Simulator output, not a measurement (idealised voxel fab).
Process module under the name voxel plated lines
For reference, the cross-section in this document is cut, with width 180 nm and square cells of 5 nm.
A cross-section is a grid of square cells, given in bands from the top down. A band is one or more rows of cells.
First you get the band's top height and its bottom height, in nm, and then the materials it's made of, left to right, with each width in nm. If you see a single material with "full width", that one covers the band edge to edge. "air" is empty space.
We count height from 0. Below that, the starting wafer is all one material. The lowest band never ends at the bottom but goes on down; see "0 and below" for how that is written.
Per-row width for "30 to 40": begins at first number (top row of band), ends at second number (bottom row), increment between rows held constant.
Given "no alteration" for a step, no cell of the cross-section differs between before and after that step.
So "Sealed void list" is basically the list of trapped voids: any empty space of 8 cells or more that can't reach the top through an opening. They're written width x height at distance, the distance being from the left edge, and it's all nm.
On a step's line, text after the settings is the simulator commenting on that step.
overlay nm: for a step with a mask, the amount by which the mask lay right of where it was planned; a negative amount means left of it.

**Steps in the process plan**
| 1 | RECEIVE,material Si |
| 2 | CONFORMAL_DEP,material Al2O3,thk nm 5 |
| 3 | DIRECTIONAL_DEP,material TiN,thk nm 5 |
| 4 | PATTERN,tone open,mask id LINES,material resist,width nm 15,pitch nm 35,thk nm 40,overlay nm 0 |
| 5 | EPI,material Ru,thk nm 10 |
| 6 | EPI,material Ru,thk nm 5 |
| 7 | EPI,material Ru,thk nm 5 |
| 8 | STRIP,etch materials resist |
| 9 | DIRECTIONAL_ETCH,etch materials TiN,depth nm 5 |
| 10 | CONFORMAL_DEP,material SiCN,thk nm 10 |

**The first of the two wafers, which ran as planned**

**Cross-section of the wafer as it came to us, i.e., already through step 1**
    0 and below  Si full width
    Sealed void list: none

**Cross-section of the wafer subsequent to step 2**
    5 down to 0  Al2O3 full width
    Nothing below the height 0 has changed.

**Cross-section of the wafer subsequent to step 3**
    10 down to 5  TiN full width
    Nothing below the height 5 has changed.

**Cross-section of the wafer subsequent to step 4**
    50 down to 10  65 nm resist / 15 nm air / 20 nm resist / 15 nm air / 65 nm resist
    Nothing below the height 10 has changed.

**Cross-section of the wafer subsequent to step 5**
    50 down to 20  65 nm resist / 15 nm air / 20 nm resist / 15 nm air / 65 nm resist
    20 down to 10  65 nm resist / 15 nm Ru / 20 nm resist / 15 nm Ru / 65 nm resist
    Nothing below the height 10 has changed.

**Cross-section of the wafer subsequent to step 6**
    50 down to 25  65 nm resist / 15 nm air / 20 nm resist / 15 nm air / 65 nm resist
    25 down to 10  65 nm resist / 15 nm Ru / 20 nm resist / 15 nm Ru / 65 nm resist
    Nothing below the height 10 has changed.

**Cross-section of the wafer subsequent to step 7**
    50 down to 30  65 nm resist / 15 nm air / 20 nm resist / 15 nm air / 65 nm resist
    30 down to 10  65 nm resist / 15 nm Ru / 20 nm resist / 15 nm Ru / 65 nm resist
    Nothing below the height 10 has changed.

**Cross-section of the wafer subsequent to step 8**
    30 down to 10  65 nm air / 15 nm Ru / 20 nm air / 15 nm Ru / 65 nm air
    Nothing below the height 10 has changed.

**Cross-section of the wafer subsequent to step 9**
    30 down to 10  65 nm air / 15 nm Ru / 20 nm air / 15 nm Ru / 65 nm air
    10 down to 5  65 nm air / 15 nm TiN / 20 nm air / 15 nm TiN / 65 nm air
    Nothing below the height 5 has changed.

**Cross-section of the wafer subsequent to step 10**
    40 down to 30  55 nm air / 70 nm SiCN / 55 nm air
    30 down to 15  55 nm air / 10 nm SiCN / 15 nm Ru / 20 nm SiCN / 15 nm Ru / 10 nm SiCN / 55 nm air
    15 down to 10  65 nm SiCN / 15 nm Ru / 20 nm SiCN / 15 nm Ru / 65 nm SiCN
    10 down to 5  65 nm SiCN / 15 nm TiN / 20 nm SiCN / 15 nm TiN / 65 nm SiCN
    Nothing below the height 5 has changed.

**Okay, second wafer. Nothing different at the start, nothing different in the plan, just one mistake somewhere in the running. As far as step 4, counting that step, it's the first wafer all over again**

**X-section, second wafer, when step 5 was due to finish**
    50 down to 30  65 nm resist / 15 nm air / 20 nm resist / 15 nm air / 65 nm resist
    30 down to 10  65 nm resist / 15 nm Ru / 20 nm resist / 15 nm Ru / 65 nm resist
    Nothing below the height 10 has changed.

**X-section, second wafer, when step 6 was due to finish**
    50 down to 35  65 nm resist / 15 nm air / 20 nm resist / 15 nm air / 65 nm resist
    35 down to 10  65 nm resist / 15 nm Ru / 20 nm resist / 15 nm Ru / 65 nm resist
    Nothing below the height 10 has changed.

**X-section, second wafer, when step 7 was due to finish**
    50 down to 40  65 nm resist / 15 nm air / 20 nm resist / 15 nm air / 65 nm resist
    40 down to 10  65 nm resist / 15 nm Ru / 20 nm resist / 15 nm Ru / 65 nm resist
    Nothing below the height 10 has changed.

**X-section, second wafer, when step 8 was due to finish**
    40 down to 10  65 nm air / 15 nm Ru / 20 nm air / 15 nm Ru / 65 nm air
    Nothing below the height 10 has changed.

**X-section, second wafer, when step 9 was due to finish**
    40 down to 10  65 nm air / 15 nm Ru / 20 nm air / 15 nm Ru / 65 nm air
    10 down to 5  65 nm air / 15 nm TiN / 20 nm air / 15 nm TiN / 65 nm air
    Nothing below the height 5 has changed.

**X-section, second wafer, when step 10 was due to finish**
    50 down to 40  55 nm air / 70 nm SiCN / 55 nm air
    40 down to 15  55 nm air / 10 nm SiCN / 15 nm Ru / 20 nm SiCN / 15 nm Ru / 10 nm SiCN / 55 nm air
    15 down to 10  65 nm SiCN / 15 nm Ru / 20 nm SiCN / 15 nm Ru / 65 nm SiCN
    10 down to 5  65 nm SiCN / 15 nm TiN / 20 nm SiCN / 15 nm TiN / 65 nm SiCN
    Nothing below the height 5 has changed.
Error vs. plan: plan step 5 was conducted twice
Cell-count delta at end, second wafer over first, by material: 12 more of Ru | 16 more of SiCN
